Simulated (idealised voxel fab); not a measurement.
process module | voxel self aligned vias
cross-section cut | 210 nm wide | cells 5 nm
A cross-section is a grid of square cells, given in bands from the top down. A band is one or more rows of cells.
Each band's line starts with the height of the band's top and of its bottom, in nm. Then come its materials from left to right, each with its width in nm. One material with "throughout" fills the band from edge to edge. "air" is empty space.
Height 0 is the level under which the wafer as received is all one material. The lowest band goes on downwards, as in "0 down".
A width such as "30 to 40" changes by the same amount from each row of cells to the next, from the band's top row to its bottom row.
"no change" after a step means that no cell of the cross-section changed.
closed voids: empty space of 8 cells or more with no open way to the top, each as width x height at its distance from the left edge, in nm
after a step's settings: what the simulator itself notes on the step
overlay nm, on a step with a mask: how far to the right of its planned place the mask lay; to the left if negative
plan
1 op RECEIVE | material Si
2 op CONFORMAL_DEP | material SiO2 | thk nm 15
3 op CONFORMAL_DEP | material SiCN | thk nm 5
4 op DIRECTIONAL_DEP | material lowk | thk nm 25
5 op DIRECTIONAL_DEP | material aC | thk nm 15
6 op PATTERN | tone open | mask id LINES | material resist | width nm 15 | pitch nm 50 | thk nm 35 | overlay nm 0
7 op DIRECTIONAL_ETCH | etch materials aC | depth nm 15
8 op STRIP | etch materials resist
9 op DIRECTIONAL_ETCH | etch materials lowk | depth nm 25
10 op STRIP | etch materials aC
11 op CONFORMAL_DEP | material TiN | thk nm 5
12 op FILL_DEP | material W | thk nm 5
13 op CMP | height nm 45
14 op SELECTIVE_ETCH | etch materials W Ru TiN | depth nm 5
15 op FILL_DEP | material SiN | thk nm 10
16 op CMP | height nm 45
17 op DIRECTIONAL_DEP | material lowk | thk nm 20
18 op PATTERN | tone open | mask id VIAS | material resist | width nm 30 | thk nm 15 | overlay nm 0
19 op DIRECTIONAL_ETCH | etch materials lowk | depth nm 20
20 op DIRECTIONAL_ETCH | etch materials SiN | depth nm 5
21 op STRIP | etch materials resist
22 op CONFORMAL_DEP | material TiN | thk nm 5
23 op FILL_DEP | material Ru | thk nm 10
24 op CMP | height nm 65
25 op CONFORMAL_DEP | material SiCN | thk nm 5
varied across the wafers: width nm of step 6. The plan shows the first wafer's value. All wafers start alike
first wafer as received, after step 1
  0 down: Si throughout
  closed voids: none
first wafer at the end, after step 25
  70 to 65: SiCN throughout
  65 to 50: lowk 65 | TiN 5 | Ru 20 | TiN 5 | lowk 115
  50 to 45: lowk 65 | TiN 15 | Ru 5 | TiN 10 | lowk 115
  45 to 40: lowk 75 | TiN 15 | lowk 35 | SiN 15 | lowk 70
  40 to 25: lowk 75 | TiN 5 | W 5 | TiN 5 | lowk 35 | TiN 5 | W 5 | TiN 5 | lowk 70
  25 to 20: lowk 75 | TiN 15 | lowk 35 | TiN 15 | lowk 70
  20 to 15: SiCN throughout
  15 to 0: SiO2 throughout
  0 down: Si throughout
  closed voids: none
last wafer at the end
  70 to 65: SiCN throughout
  65 to 45: lowk 65 | TiN 5 | Ru 20 | TiN 5 | lowk 115
  45 to 40: lowk 65 | TiN 30 | SiN 5 | lowk 15 | SiN 35 | lowk 60
  40 to 25: lowk 65 | TiN 5 | W 25 | TiN 5 | lowk 15 | TiN 5 | W 25 | TiN 5 | lowk 60
  25 to 20: lowk 65 | TiN 35 | lowk 15 | TiN 35 | lowk 60
  20 to 15: SiCN throughout
  15 to 0: SiO2 throughout
  0 down: Si throughout
  closed voids: none
each wafer at the end: cells of each material gained (+) or lost (-) since it was received, then its closed voids
width nm 15 | +13 Ru | +84 SiCN | +3 SiN | +126 SiO2 | +32 TiN | +6 W | +324 lowk | closed voids: none
width nm 20 | +14 Ru | +84 SiCN | +4 SiN | +126 SiO2 | +34 TiN | +12 W | +314 lowk | closed voids: none
width nm 25 | +15 Ru | +84 SiCN | +5 SiN | +126 SiO2 | +36 TiN | +18 W | +304 lowk | closed voids: none
width nm 30 | +16 Ru | +84 SiCN | +6 SiN | +126 SiO2 | +38 TiN | +24 W | +294 lowk | closed voids: none
width nm 35 | +16 Ru | +84 SiCN | +8 SiN | +126 SiO2 | +40 TiN | +30 W | +284 lowk | closed voids: none
